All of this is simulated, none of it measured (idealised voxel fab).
Herein follows the process module entitled voxel self aligned contacts.
225 nm wide, 5 nm square cells: that's cross-section cut.
If you're reading a cross-section in this doc, picture square cells in a grid; it comes to you as bands, top ones listed first down to the bottom, and a band can be one or more rows of cells. What a band's entry tells you: where the top is and where the bottom is, as heights in nm, and after that what lies inside, material by material from left to right, each with its width in nm. Empty space is written as the word "empty", and a single material marked with the word "full width" occupies the band from edge to edge. The level at which height equals 0 is the one under which the wafer, as it arrives, is entirely one material. No lower edge exists for the bottom band, which continues downward and is notated as in "from 0 down". When a width is written as two numbers, as in "30->40", the first number is the width in the top row of cells of the band and the second is the width in its bottom row, and the width changes by the same amount from each row to the next. Given "nothing got changed" for a step, no cell of the cross-section differs between before and after that step. Under "Non-vented voids" you'll find the enclosed gaps, the ones with no way out to the top, that are 8 cells or bigger; each reads width x height at distance, with distance counted from the left edge, everything in nm. Post-settings text on a step line: simulator's own remark regarding the step. On any step carrying a mask, the "overlay nm" setting, if present on the step's line, tells how far right of its planned place the mask lay; negative values point to the left. Pairs from here to the end. Each: cross-section before one process step, cross-section after it, the latter only as far down as the lowest band that changed. Under each: the step between, and its settings. Mind that the pairs may be taken from different runs of this module on the same starting wafer; whether a pair continues from the pair above depends on its entry headed "Pre-step", and it does only where that entry says so.

Pre-step:
* from 70 to 60 | 50 aC, 55 empty, 15 aC, 55 empty, 50 aC
* from 60 to 50 | 50 SiO2, 55 empty, 15 SiO2, 55 empty, 50 SiO2
* from 50 to 30 | 20 SiO2, 45 SiN, 25 empty, 45 SiN, 25 empty, 45 SiN, 20 SiO2
* from 30 to 25 | 65 SiO2, 25 empty, 45 SiO2, 25 empty, 65 SiO2
* from 25 to 0 | polySi full width
* from 0 down | Si full width
* Non-vented voids: none

Post-Process View:
* from 60 to 50 | 50 SiO2, 55 empty, 15 SiO2, 55 empty, 50 SiO2
* Below 50, no change.
* Non-vented voids: none
Connecting step for the cross-sections above: STRIP | etch materials aC

Pre-step: after-step cross-section of the pair just above applies.

Post-Process View:
* from 65 to 60 | 55 TiN, 45 empty, 25 TiN, 45 empty, 55 TiN
* from 60 to 50 | 50 SiO2, 5->20 TiN, 45->15 empty, 5->20 TiN, 15 SiO2, 5->20 TiN, 45->15 empty, 5->20 TiN, 50 SiO2
* from 50 to 30 | 20 SiO2, 45 SiN, 5 TiN, 15 empty, 5 TiN, 45 SiN, 5 TiN, 15 empty, 5 TiN, 45 SiN, 20 SiO2
* from 30 to 25 | 65 SiO2, 25 TiN, 45 SiO2, 25 TiN, 65 SiO2
* Below 25, no change.
* Non-vented voids: none
Connecting step for the cross-sections above: CONFORMAL_DEP | material TiN | thk nm 5

Pre-step: after-step cross-section of the pair just above applies.

Post-Process View:
* from 70 to 65 | W full width
* from 65 to 60 | 55 TiN, 45 W, 25 TiN, 45 W, 55 TiN
* from 60 to 50 | 50 SiO2, 5->20 TiN, 45->15 W, 5->20 TiN, 15 SiO2, 5->20 TiN, 45->15 W, 5->20 TiN, 50 SiO2
* from 50 to 30 | 20 SiO2, 45 SiN, 5 TiN, 15 W, 5 TiN, 45 SiN, 5 TiN, 15 W, 5 TiN, 45 SiN, 20 SiO2
* Below 30, no change.
* Non-vented voids: none
Connecting step for the cross-sections above: FILL_DEP | material W | thk nm 5

Pre-step: after-step cross-section of the pair just above applies.

Post-Process View:
* from 60 to 50 | 50 SiO2, 5->20 TiN, 45->15 W, 5->20 TiN, 15 SiO2, 5->20 TiN, 45->15 W, 5->20 TiN, 50 SiO2
* Below 50, no change.
* Non-vented voids: none
Connecting step for the cross-sections above: CMP | height nm 60

Pre-step: after-step cross-section of the pair just above applies.

Post-Process View:
* from 65 to 60 | SiN full width
* Below 60, no change.
* Non-vented voids: none
Connecting step for the cross-sections above: CONFORMAL_DEP | material SiN | thk nm 5

Pre-step:
* from 50 to 30 | 25 empty, 35 SiN, 35 empty, 35 SiN, 35 empty, 35 SiN, 25 empty
* from 30 to 0 | 25 empty, 35 polySi, 35 empty, 35 polySi, 35 empty, 35 polySi, 25 empty
* from 0 to -5 | SiO2 full width
* from -5 down | Si full width
* Non-vented voids: none

Post-Process View:
* from 65 to 30 | 10 empty, 65 SiN, 5 empty, 65 SiN, 5 empty, 65 SiN, 10 empty
* from 30 to 15 | 10 empty, 15 SiN, 35 polySi, 15 SiN, 5 empty, 15 SiN, 35 polySi, 15 SiN, 5 empty, 15 SiN, 35 polySi, 15 SiN, 10 empty
* from 15 to 0 | 25 SiN, 35 polySi, 35 SiN, 35 polySi, 35 SiN, 35 polySi, 25 SiN
* Below 0, no change.
* Non-vented voids: none
Connecting step for the cross-sections above: CONFORMAL_DEP | material SiN | thk nm 15

Pre-step: after-step cross-section of the pair just above applies.

Post-Process View:
* from 60 to 30 | 10 empty, 65 SiN, 5 empty, 65 SiN, 5 empty, 65 SiN, 10 empty
* from 30 to 10 | 10 empty, 15 SiN, 35 polySi, 15 SiN, 5 empty, 15 SiN, 35 polySi, 15 SiN, 5 empty, 15 SiN, 35 polySi, 15 SiN, 10 empty
* Below 10, no change.
* Non-vented voids: none
Connecting step for the cross-sections above: DIRECTIONAL_ETCH | etch materials SiN | depth nm 5

Pre-step: after-step cross-section of the pair just above applies.

Post-Process View:
* from 80 to 60 | SiO2 full width
* from 60 to 30 | 10 SiO2, 65 SiN, 5 SiO2, 65 SiN, 5 SiO2, 65 SiN, 10 SiO2
* from 30 to 10 | 10 SiO2, 15 SiN, 35 polySi, 15 SiN, 5 SiO2, 15 SiN, 35 polySi, 15 SiN, 5 SiO2, 15 SiN, 35 polySi, 15 SiN, 10 SiO2
* Below 10, no change.
* Non-vented voids: none
Connecting step for the cross-sections above: FILL_DEP | material SiO2 | thk nm 20

Pre-step: after-step cross-section of the pair just above applies.

Post-Process View:
* from 60 to 30 | 10 SiO2, 65 SiN, 5 SiO2, 65 SiN, 5 SiO2, 65 SiN, 10 SiO2
* Below 30, no change.
* Non-vented voids: none
Connecting step for the cross-sections above: CMP | height nm 60

Pre-step: after-step cross-section of the pair just above applies.

Post-Process View:
* from 70 to 60 | aC full width
* Below 60, no change.
* Non-vented voids: none
Connecting step for the cross-sections above: DIRECTIONAL_DEP | material aC | thk nm 10

Pre-step: after-step cross-section of the pair just above applies.

Post-Process View:
* from 95 to 70 | 50 resist, 55 empty, 15 resist, 55 empty, 50 resist
* Below 70, no change.
* Non-vented voids: none
Connecting step for the cross-sections above: PATTERN | tone open | mask id CONTACT | material resist | width nm 55 | pitch nm 70 | thk nm 25 | overlay nm 0

Pre-step: after-step cross-section of the pair just above applies.

Post-Process View:
* from 85 to 70 | 50 resist, 55 empty, 15 resist, 55 empty, 50 resist
* from 70 to 60 | 50 aC, 55 empty, 15 aC, 55 empty, 50 aC
* Below 60, no change.
* Non-vented voids: none
Connecting step for the cross-sections above: DIRECTIONAL_ETCH | etch materials aC | depth nm 10

Pre-step: after-step cross-section of the pair just above applies.

Post-Process View:
* from 70 to 60 | 50 aC, 55 empty, 15 aC, 55 empty, 50 aC
* Below 60, no change.
* Non-vented voids: none
Connecting step for the cross-sections above: STRIP | etch materials resist

Pre-step: after-step cross-section of the pair just above applies.

Post-Process View:
* from 70 to 60 | 50 aC, 55 empty, 15 aC, 55 empty, 50 aC
* from 60 to 30 | 10 SiO2, 65 SiN, 5 empty, 65 SiN, 5 empty, 65 SiN, 10 SiO2
* from 30 to 10 | 10 SiO2, 15 SiN, 35 polySi, 15 SiN, 5 empty, 15 SiN, 35 polySi, 15 SiN, 5 empty, 15 SiN, 35 polySi, 15 SiN, 10 SiO2
* Below 10, no change.
* Non-vented voids: none
Connecting step for the cross-sections above: DIRECTIONAL_ETCH | etch materials SiO2 | depth nm 65

Pre-step: after-step cross-section of the pair just above applies.

Post-Process View:
* from 60 to 30 | 10 SiO2, 65 SiN, 5 empty, 65 SiN, 5 empty, 65 SiN, 10 SiO2
* Below 30, no change.
* Non-vented voids: none
Connecting step for the cross-sections above: STRIP | etch materials aC

Pre-step: after-step cross-section of the pair just above applies.

Post-Process View:
* from 65 to 60 | TiN full width
* from 60 to 30 | 10 SiO2, 65 SiN, 5 TiN, 65 SiN, 5 TiN, 65 SiN, 10 SiO2
* from 30 to 10 | 10 SiO2, 15 SiN, 35 polySi, 15 SiN, 5 TiN, 15 SiN, 35 polySi, 15 SiN, 5 TiN, 15 SiN, 35 polySi, 15 SiN, 10 SiO2
* Below 10, no change.
* Non-vented voids: none
Connecting step for the cross-sections above: CONFORMAL_DEP | material TiN | thk nm 5

Pre-step: after-step cross-section of the pair just above applies.

Post-Process View:
* from 70 to 65 | W full width
* Below 65, no change.
* Non-vented voids: none
Connecting step for the cross-sections above: FILL_DEP | material W | thk nm 5

Pre-step: after-step cross-section of the pair just above applies.

Post-Process View:
* from 60 to 30 | 10 SiO2, 65 SiN, 5 TiN, 65 SiN, 5 TiN, 65 SiN, 10 SiO2
* Below 30, no change.
* Non-vented voids: none
Connecting step for the cross-sections above: CMP | height nm 60

Pre-step: after-step cross-section of the pair just above applies.

Post-Process View:
* from 65 to 60 | SiN full width
* Below 60, no change.
* Non-vented voids: none
Connecting step for the cross-sections above: CONFORMAL_DEP | material SiN | thk nm 5

Pre-step:
* from 70 to 60 | aC full width
* from 60 to 50 | SiO2 full width
* from 50 to 30 | 20 SiO2, 45 SiN, 25 SiO2, 45 SiN, 25 SiO2, 45 SiN, 20 SiO2
* from 30 to 0 | 20 SiO2, 5 SiN, 35 polySi, 5 SiN, 25 SiO2, 5 SiN, 35 polySi, 5 SiN, 25 SiO2, 5 SiN, 35 polySi, 5 SiN, 20 SiO2
* from 0 to -5 | SiO2 full width
* from -5 down | Si full width
* Non-vented voids: none

Post-Process View:
* from 95 to 70 | 55 resist, 45 empty, 25 resist, 45 empty, 55 resist
* Below 70, no change.
* Non-vented voids: none
Connecting step for the cross-sections above: PATTERN | tone open | mask id CONTACT | material resist | width nm 45 | pitch nm 70 | thk nm 25 | overlay nm 0

Pre-step: after-step cross-section of the pair just above applies.

Post-Process View:
* from 85 to 70 | 55 resist, 45 empty, 25 resist, 45 empty, 55 resist
* from 70 to 60 | 55 aC, 45 empty, 25 aC, 45 empty, 55 aC
* Below 60, no change.
* Non-vented voids: none
Connecting step for the cross-sections above: DIRECTIONAL_ETCH | etch materials aC | depth nm 10

Pre-step: after-step cross-section of the pair just above applies.

Post-Process View:
* from 70 to 60 | 55 aC, 45 empty, 25 aC, 45 empty, 55 aC
* Below 60, no change.
* Non-vented voids: none
Connecting step for the cross-sections above: STRIP | etch materials resist

Pre-step: after-step cross-section of the pair just above applies.

Post-Process View:
* from 70 to 60 | 55 aC, 45 empty, 25 aC, 45 empty, 55 aC
* from 60 to 50 | 55 SiO2, 45 empty, 25 SiO2, 45 empty, 55 SiO2
* from 50 to 30 | 20 SiO2, 45 SiN, 25 empty, 45 SiN, 25 empty, 45 SiN, 20 SiO2
* from 30 to 0 | 20 SiO2, 5 SiN, 35 polySi, 5 SiN, 25 empty, 5 SiN, 35 polySi, 5 SiN, 25 empty, 5 SiN, 35 polySi, 5 SiN, 20 SiO2
* from 0 to -5 | 65 SiO2, 25 empty, 45 SiO2, 25 empty, 65 SiO2
* Below -5, no change.
* Non-vented voids: none
Connecting step for the cross-sections above: DIRECTIONAL_ETCH | etch materials SiO2 | depth nm 65

Pre-step: after-step cross-section of the pair just above applies.

Post-Process View:
* from 60 to 50 | 55 SiO2, 45 empty, 25 SiO2, 45 empty, 55 SiO2
* Below 50, no change.
* Non-vented voids: none
Connecting step for the cross-sections above: STRIP | etch materials aC

Pre-step: after-step cross-section of the pair just above applies.

Post-Process View:
* from 65 to 60 | 60 TiN, 35 empty, 35 TiN, 35 empty, 60 TiN
* from 60 to 50 | 55 SiO2, 5->15 TiN, 35->15 empty, 5->15 TiN, 25 SiO2, 5->15 TiN, 35->15 empty, 5->15 TiN, 55 SiO2
* from 50 to 30 | 20 SiO2, 45 SiN, 5 TiN, 15 empty, 5 TiN, 45 SiN, 5 TiN, 15 empty, 5 TiN, 45 SiN, 20 SiO2
* from 30 to 0 | 20 SiO2, 5 SiN, 35 polySi, 5 SiN, 5 TiN, 15 empty, 5 TiN, 5 SiN, 35 polySi, 5 SiN, 5 TiN, 15 empty, 5 TiN, 5 SiN, 35 polySi, 5 SiN, 20 SiO2
* from 0 to -5 | 65 SiO2, 25 TiN, 45 SiO2, 25 TiN, 65 SiO2
* Below -5, no change.
* Non-vented voids: none
Connecting step for the cross-sections above: CONFORMAL_DEP | material TiN | thk nm 5

Pre-step: after-step cross-section of the pair just above applies.

Post-Process View:
* from 70 to 65 | W full width
* from 65 to 60 | 60 TiN, 35 W, 35 TiN, 35 W, 60 TiN
* from 60 to 50 | 55 SiO2, 5->15 TiN, 35->15 W, 5->15 TiN, 25 SiO2, 5->15 TiN, 35->15 W, 5->15 TiN, 55 SiO2
* from 50 to 30 | 20 SiO2, 45 SiN, 5 TiN, 15 W, 5 TiN, 45 SiN, 5 TiN, 15 W, 5 TiN, 45 SiN, 20 SiO2
* from 30 to 0 | 20 SiO2, 5 SiN, 35 polySi, 5 SiN, 5 TiN, 15 W, 5 TiN, 5 SiN, 35 polySi, 5 SiN, 5 TiN, 15 W, 5 TiN, 5 SiN, 35 polySi, 5 SiN, 20 SiO2
* Below 0, no change.
* Non-vented voids: none
Connecting step for the cross-sections above: FILL_DEP | material W | thk nm 5

Pre-step: after-step cross-section of the pair just above applies.

Post-Process View:
* from 60 to 50 | 55 SiO2, 5->15 TiN, 35->15 W, 5->15 TiN, 25 SiO2, 5->15 TiN, 35->15 W, 5->15 TiN, 55 SiO2
* Below 50, no change.
* Non-vented voids: none
Connecting step for the cross-sections above: CMP | height nm 60

Pre-step: after-step cross-section of the pair just above applies.

Post-Process View:
* from 65 to 60 | SiN full width
* Below 60, no change.
* Non-vented voids: none
Connecting step for the cross-sections above: CONFORMAL_DEP | material SiN | thk nm 5

Pre-step:
* from 50 to 30 | SiN full width
* from 30 to 0 | polySi full width
* from 0 to -5 | SiO2 full width
* from -5 down | Si full width
* Non-vented voids: none

Post-Process View:
* from 70 to 50 | 30 empty, 35 resist, 35 empty, 35 resist, 35 empty, 35 resist, 20 empty
* Below 50, no change.
* Non-vented voids: none
Connecting step for the cross-sections above: PATTERN | tone cover | mask id GATE | material resist | width nm 35 | pitch nm 70 | thk nm 20 | overlay nm 5

Pre-step: after-step cross-section of the pair just above applies.

Post-Process View:
* from 70 to 50 | 30 empty, 35 resist, 35 empty, 35 resist, 35 empty, 35 resist, 20 empty
* from 50 to 30 | 30 empty, 35 SiN, 35 empty, 35 SiN, 35 empty, 35 SiN, 20 empty
* Below 30, no change.
* Non-vented voids: none
Connecting step for the cross-sections above: DIRECTIONAL_ETCH | etch materials SiN | depth nm 20

Pre-step: after-step cross-section of the pair just above applies.

Post-Process View:
* from 70 to 50 | 30 empty, 35 resist, 35 empty, 35 resist, 35 empty, 35 resist, 20 empty
* from 50 to 30 | 30 empty, 35 SiN, 35 empty, 35 SiN, 35 empty, 35 SiN, 20 empty
* from 30 to 0 | 30 empty, 35 polySi, 35 empty, 35 polySi, 35 empty, 35 polySi, 20 empty
* Below 0, no change.
* Non-vented voids: none
Connecting step for the cross-sections above: DIRECTIONAL_ETCH | etch materials polySi | depth nm 30

Pre-step: after-step cross-section of the pair just above applies.

Post-Process View:
* from 50 to 30 | 30 empty, 35 SiN, 35 empty, 35 SiN, 35 empty, 35 SiN, 20 empty
* Below 30, no change.
* Non-vented voids: none
Connecting step for the cross-sections above: STRIP | etch materials resist

Pre-step: after-step cross-section of the pair just above applies.

Post-Process View:
* from 55 to 30 | 25 empty, 45 SiN, 25 empty, 45 SiN, 25 empty, 45 SiN, 15 empty
* from 30 to 5 | 25 empty, 5 SiN, 35 polySi, 5 SiN, 25 empty, 5 SiN, 35 polySi, 5 SiN, 25 empty, 5 SiN, 35 polySi, 5 SiN, 15 empty
* from 5 to 0 | 30 SiN, 35 polySi, 35 SiN, 35 polySi, 35 SiN, 35 polySi, 20 SiN
* Below 0, no change.
* Non-vented voids: none
Connecting step for the cross-sections above: CONFORMAL_DEP | material SiN | thk nm 5

Pre-step: after-step cross-section of the pair just above applies.

Post-Process View:
* from 50 to 30 | 25 empty, 45 SiN, 25 empty, 45 SiN, 25 empty, 45 SiN, 15 empty
* from 30 to 0 | 25 empty, 5 SiN, 35 polySi, 5 SiN, 25 empty, 5 SiN, 35 polySi, 5 SiN, 25 empty, 5 SiN, 35 polySi, 5 SiN, 15 empty
* Below 0, no change.
* Non-vented voids: none
Connecting step for the cross-sections above: DIRECTIONAL_ETCH | etch materials SiN | depth nm 5

Pre-step: after-step cross-section of the pair just above applies.

Post-Process View:
* from 70 to 50 | SiO2 full width
* from 50 to 30 | 25 SiO2, 45 SiN, 25 SiO2, 45 SiN, 25 SiO2, 45 SiN, 15 SiO2
* from 30 to 0 | 25 SiO2, 5 SiN, 35 polySi, 5 SiN, 25 SiO2, 5 SiN, 35 polySi, 5 SiN, 25 SiO2, 5 SiN, 35 polySi, 5 SiN, 15 SiO2
* Below 0, no change.
* Non-vented voids: none
Connecting step for the cross-sections above: FILL_DEP | material SiO2 | thk nm 20

Pre-step: after-step cross-section of the pair just above applies.

Post-Process View:
* from 60 to 50 | SiO2 full width
* Below 50, no change.
* Non-vented voids: none
Connecting step for the cross-sections above: CMP | height nm 60

Pre-step: after-step cross-section of the pair just above applies.

Post-Process View:
* from 70 to 60 | aC full width
* Below 60, no change.
* Non-vented voids: none
Connecting step for the cross-sections above: DIRECTIONAL_DEP | material aC | thk nm 10

Pre-step: after-step cross-section of the pair just above applies.

Post-Process View:
* from 95 to 70 | 50 resist, 55 empty, 15 resist, 55 empty, 50 resist
* Below 70, no change.
* Non-vented voids: none
Connecting step for the cross-sections above: PATTERN | tone open | mask id CONTACT | material resist | width nm 55 | pitch nm 70 | thk nm 25 | overlay nm 0

Pre-step: after-step cross-section of the pair just above applies.

Post-Process View:
* from 85 to 70 | 50 resist, 55 empty, 15 resist, 55 empty, 50 resist
* from 70 to 60 | 50 aC, 55 empty, 15 aC, 55 empty, 50 aC
* Below 60, no change.
* Non-vented voids: none
Connecting step for the cross-sections above: DIRECTIONAL_ETCH | etch materials aC | depth nm 10

Pre-step: after-step cross-section of the pair just above applies.

Post-Process View:
* from 70 to 60 | 50 aC, 55 empty, 15 aC, 55 empty, 50 aC
* Below 60, no change.
* Non-vented voids: none
Connecting step for the cross-sections above: STRIP | etch materials resist

Pre-step: after-step cross-section of the pair just above applies.

Post-Process View:
* from 70 to 60 | 50 aC, 55 empty, 15 aC, 55 empty, 50 aC
* from 60 to 50 | 50 SiO2, 55 empty, 15 SiO2, 55 empty, 50 SiO2
* from 50 to 30 | 25 SiO2, 45 SiN, 25 empty, 45 SiN, 25 empty, 45 SiN, 15 SiO2
* from 30 to 0 | 25 SiO2, 5 SiN, 35 polySi, 5 SiN, 25 empty, 5 SiN, 35 polySi, 5 SiN, 25 empty, 5 SiN, 35 polySi, 5 SiN, 15 SiO2
* from 0 to -5 | 70 SiO2, 25 empty, 45 SiO2, 25 empty, 60 SiO2
* Below -5, no change.
* Non-vented voids: none
Connecting step for the cross-sections above: DIRECTIONAL_ETCH | etch materials SiO2 | depth nm 65

Pre-step: after-step cross-section of the pair just above applies.

Post-Process View:
* from 60 to 50 | 50 SiO2, 55 empty, 15 SiO2, 55 empty, 50 SiO2
* Below 50, no change.
* Non-vented voids: none
Connecting step for the cross-sections above: STRIP | etch materials aC

Pre-step: after-step cross-section of the pair just above applies.

Post-Process View:
* from 65 to 60 | 55 TiN, 45 empty, 25 TiN, 45 empty, 55 TiN
* from 60 to 50 | 50 SiO2, 5->25 TiN, 45->15 empty, 5->15 TiN, 15 SiO2, 5->25 TiN, 45->15 empty, 5->15 TiN, 50 SiO2
* from 50 to 30 | 25 SiO2, 45 SiN, 5 TiN, 15 empty, 5 TiN, 45 SiN, 5 TiN, 15 empty, 5 TiN, 45 SiN, 15 SiO2
* from 30 to 0 | 25 SiO2, 5 SiN, 35 polySi, 5 SiN, 5 TiN, 15 empty, 5 TiN, 5 SiN, 35 polySi, 5 SiN, 5 TiN, 15 empty, 5 TiN, 5 SiN, 35 polySi, 5 SiN, 15 SiO2
* from 0 to -5 | 70 SiO2, 25 TiN, 45 SiO2, 25 TiN, 60 SiO2
* Below -5, no change.
* Non-vented voids: none
Connecting step for the cross-sections above: CONFORMAL_DEP | material TiN | thk nm 5

Pre-step: after-step cross-section of the pair just above applies.

Post-Process View:
* from 70 to 65 | W full width
* from 65 to 60 | 55 TiN, 45 W, 25 TiN, 45 W, 55 TiN
* from 60 to 50 | 50 SiO2, 5->25 TiN, 45->15 W, 5->15 TiN, 15 SiO2, 5->25 TiN, 45->15 W, 5->15 TiN, 50 SiO2
* from 50 to 30 | 25 SiO2, 45 SiN, 5 TiN, 15 W, 5 TiN, 45 SiN, 5 TiN, 15 W, 5 TiN, 45 SiN, 15 SiO2
* from 30 to 0 | 25 SiO2, 5 SiN, 35 polySi, 5 SiN, 5 TiN, 15 W, 5 TiN, 5 SiN, 35 polySi, 5 SiN, 5 TiN, 15 W, 5 TiN, 5 SiN, 35 polySi, 5 SiN, 15 SiO2
* Below 0, no change.
* Non-vented voids: none
Connecting step for the cross-sections above: FILL_DEP | material W | thk nm 5

Pre-step: after-step cross-section of the pair just above applies.

Post-Process View:
* from 60 to 50 | 50 SiO2, 5->25 TiN, 45->15 W, 5->15 TiN, 15 SiO2, 5->25 TiN, 45->15 W, 5->15 TiN, 50 SiO2
* Below 50, no change.
* Non-vented voids: none
Connecting step for the cross-sections above: CMP | height nm 60

Pre-step: after-step cross-section of the pair just above applies.

Post-Process View:
* from 65 to 60 | SiN full width
* Below 60, no change.
* Non-vented voids: none
Connecting step for the cross-sections above: CONFORMAL_DEP | material SiN | thk nm 5

Pre-step:
* from 60 to 50 | 50 SiO2, 55 empty, 15 SiO2, 55 empty, 50 SiO2
* from 50 to 30 | 20 SiO2, 45 SiN, 25 empty, 45 SiN, 25 empty, 45 SiN, 20 SiO2
* from 30 to 0 | 20 SiO2, 5 SiN, 35 polySi, 5 SiN, 25 empty, 5 SiN, 35 polySi, 5 SiN, 25 empty, 5 SiN, 35 polySi, 5 SiN, 20 SiO2
* from 0 to -5 | 65 SiO2, 25 empty, 45 SiO2, 25 empty, 65 SiO2
* from -5 down | Si full width
* Non-vented voids: none

Post-Process View:
* from 65 to 60 | 55 aC, 45 empty, 25 aC, 45 empty, 55 aC
* from 60 to 50 | 50 SiO2, 5->20 aC, 45->15 empty, 5->20 aC, 15 SiO2, 5->20 aC, 45->15 empty, 5->20 aC, 50 SiO2
* from 50 to 30 | 20 SiO2, 45 SiN, 5 aC, 15 empty, 5 aC, 45 SiN, 5 aC, 15 empty, 5 aC, 45 SiN, 20 SiO2
* from 30 to 0 | 20 SiO2, 5 SiN, 35 polySi, 5 SiN, 5 aC, 15 empty, 5 aC, 5 SiN, 35 polySi, 5 SiN, 5 aC, 15 empty, 5 aC, 5 SiN, 35 polySi, 5 SiN, 20 SiO2
* from 0 to -5 | 65 SiO2, 25 aC, 45 SiO2, 25 aC, 65 SiO2
* Below -5, no change.
* Non-vented voids: none
Connecting step for the cross-sections above: CONFORMAL_DEP | material aC | thk nm 5

Pre-step: after-step cross-section of the pair just above applies.

Post-Process View:
* from 70 to 65 | W full width
* from 65 to 60 | 55 aC, 45 W, 25 aC, 45 W, 55 aC
* from 60 to 50 | 50 SiO2, 5->20 aC, 45->15 W, 5->20 aC, 15 SiO2, 5->20 aC, 45->15 W, 5->20 aC, 50 SiO2
* from 50 to 30 | 20 SiO2, 45 SiN, 5 aC, 15 W, 5 aC, 45 SiN, 5 aC, 15 W, 5 aC, 45 SiN, 20 SiO2
* from 30 to 0 | 20 SiO2, 5 SiN, 35 polySi, 5 SiN, 5 aC, 15 W, 5 aC, 5 SiN, 35 polySi, 5 SiN, 5 aC, 15 W, 5 aC, 5 SiN, 35 polySi, 5 SiN, 20 SiO2
* Below 0, no change.
* Non-vented voids: none
Connecting step for the cross-sections above: FILL_DEP | material W | thk nm 5

Pre-step: after-step cross-section of the pair just above applies.

Post-Process View:
* from 60 to 50 | 50 SiO2, 5->20 aC, 45->15 W, 5->20 aC, 15 SiO2, 5->20 aC, 45->15 W, 5->20 aC, 50 SiO2
* Below 50, no change.
* Non-vented voids: none
Connecting step for the cross-sections above: CMP | height nm 60

Pre-step: after-step cross-section of the pair just above applies.

Post-Process View:
* from 65 to 60 | SiN full width
* Below 60, no change.
* Non-vented voids: none
Connecting step for the cross-sections above: CONFORMAL_DEP | material SiN | thk nm 5

Pre-step:
* from 50 to 30 | SiN full width
* from 30 to 0 | polySi full width
* from 0 to -5 | SiO2 full width
* from -5 down | Si full width
* Non-vented voids: none

Post-Process View:
* from 70 to 50 | 25 resist, 35 empty, 35 resist, 35 empty, 35 resist, 35 empty, 25 resist
* Below 50, no change.
* Non-vented voids: none
Connecting step for the cross-sections above: PATTERN | tone open | mask id GATE | material resist | width nm 35 | pitch nm 70 | thk nm 20 | overlay nm 0

Pre-step: after-step cross-section of the pair just above applies.

Post-Process View:
* from 70 to 50 | 25 resist, 35 empty, 35 resist, 35 empty, 35 resist, 35 empty, 25 resist
* from 50 to 30 | 25 SiN, 35 empty, 35 SiN, 35 empty, 35 SiN, 35 empty, 25 SiN
* Below 30, no change.
* Non-vented voids: none
Connecting step for the cross-sections above: DIRECTIONAL_ETCH | etch materials SiN | depth nm 20

Pre-step: after-step cross-section of the pair just above applies.

Post-Process View:
* from 70 to 50 | 25 resist, 35 empty, 35 resist, 35 empty, 35 resist, 35 empty, 25 resist
* from 50 to 30 | 25 SiN, 35 empty, 35 SiN, 35 empty, 35 SiN, 35 empty, 25 SiN
* from 30 to 0 | 25 polySi, 35 empty, 35 polySi, 35 empty, 35 polySi, 35 empty, 25 polySi
* Below 0, no change.
* Non-vented voids: none
Connecting step for the cross-sections above: DIRECTIONAL_ETCH | etch materials polySi | depth nm 30

Pre-step: after-step cross-section of the pair just above applies.

Post-Process View:
* from 50 to 30 | 25 SiN, 35 empty, 35 SiN, 35 empty, 35 SiN, 35 empty, 25 SiN
* Below 30, no change.
* Non-vented voids: none
Connecting step for the cross-sections above: STRIP | etch materials resist

Pre-step: after-step cross-section of the pair just above applies.

Post-Process View:
* from 55 to 30 | 30 SiN, 25 empty, 45 SiN, 25 empty, 45 SiN, 25 empty, 30 SiN
* from 30 to 5 | 25 polySi, 5 SiN, 25 empty, 5 SiN, 35 polySi, 5 SiN, 25 empty, 5 SiN, 35 polySi, 5 SiN, 25 empty, 5 SiN, 25 polySi
* from 5 to 0 | 25 polySi, 35 SiN, 35 polySi, 35 SiN, 35 polySi, 35 SiN, 25 polySi
* Below 0, no change.
* Non-vented voids: none
Connecting step for the cross-sections above: CONFORMAL_DEP | material SiN | thk nm 5

Pre-step: after-step cross-section of the pair just above applies.

Post-Process View:
* from 50 to 30 | 30 SiN, 25 empty, 45 SiN, 25 empty, 45 SiN, 25 empty, 30 SiN
* from 30 to 0 | 25 polySi, 5 SiN, 25 empty, 5 SiN, 35 polySi, 5 SiN, 25 empty, 5 SiN, 35 polySi, 5 SiN, 25 empty, 5 SiN, 25 polySi
* Below 0, no change.
* Non-vented voids: none
Connecting step for the cross-sections above: DIRECTIONAL_ETCH | etch materials SiN | depth nm 5

Pre-step: after-step cross-section of the pair just above applies.

Post-Process View:
* from 70 to 50 | SiO2 full width
* from 50 to 30 | 30 SiN, 25 SiO2, 45 SiN, 25 SiO2, 45 SiN, 25 SiO2, 30 SiN
* from 30 to 0 | 25 polySi, 5 SiN, 25 SiO2, 5 SiN, 35 polySi, 5 SiN, 25 SiO2, 5 SiN, 35 polySi, 5 SiN, 25 SiO2, 5 SiN, 25 polySi
* Below 0, no change.
* Non-vented voids: none
Connecting step for the cross-sections above: FILL_DEP | material SiO2 | thk nm 20

Pre-step: after-step cross-section of the pair just above applies.

Post-Process View:
* from 60 to 50 | SiO2 full width
* Below 50, no change.
* Non-vented voids: none
Connecting step for the cross-sections above: CMP | height nm 60

Pre-step: after-step cross-section of the pair just above applies.

Post-Process View:
* from 70 to 60 | aC full width
* Below 60, no change.
* Non-vented voids: none
Connecting step for the cross-sections above: DIRECTIONAL_DEP | material aC | thk nm 10

Pre-step: after-step cross-section of the pair just above applies.

Post-Process View:
* from 95 to 70 | 50 resist, 55 empty, 15 resist, 55 empty, 50 resist
* Below 70, no change.
* Non-vented voids: none
Connecting step for the cross-sections above: PATTERN | tone open | mask id CONTACT | material resist | width nm 55 | pitch nm 70 | thk nm 25 | overlay nm 0

Pre-step: after-step cross-section of the pair just above applies.

Post-Process View:
* from 85 to 70 | 50 resist, 55 empty, 15 resist, 55 empty, 50 resist
* from 70 to 60 | 50 aC, 55 empty, 15 aC, 55 empty, 50 aC
* Below 60, no change.
* Non-vented voids: none
Connecting step for the cross-sections above: DIRECTIONAL_ETCH | etch materials aC | depth nm 10

Pre-step: after-step cross-section of the pair just above applies.

Post-Process View:
* from 70 to 60 | 50 aC, 55 empty, 15 aC, 55 empty, 50 aC
* Below 60, no change.
* Non-vented voids: none
Connecting step for the cross-sections above: STRIP | etch materials resist

Pre-step: after-step cross-section of the pair just above applies.

Post-Process View:
* from 70 to 60 | 50 aC, 55 empty, 15 aC, 55 empty, 50 aC
* from 60 to 50 | 50 SiO2, 55 empty, 15 SiO2, 55 empty, 50 SiO2
* from 50 to 30 | 30 SiN, 20 SiO2, 5 empty, 45 SiN, 5 empty, 15 SiO2, 5 empty, 45 SiN, 5 empty, 20 SiO2, 30 SiN
* from 30 to 0 | 25 polySi, 5 SiN, 20 SiO2, 5 empty, 5 SiN, 35 polySi, 5 SiN, 5 empty, 15 SiO2, 5 empty, 5 SiN, 35 polySi, 5 SiN, 5 empty, 20 SiO2, 5 SiN, 25 polySi
* from 0 to -5 | 50 SiO2, 5 empty, 45 SiO2, 5 empty, 15 SiO2, 5 empty, 45 SiO2, 5 empty, 50 SiO2
* Below -5, no change.
* Non-vented voids: none
Connecting step for the cross-sections above: DIRECTIONAL_ETCH | etch materials SiO2 | depth nm 65
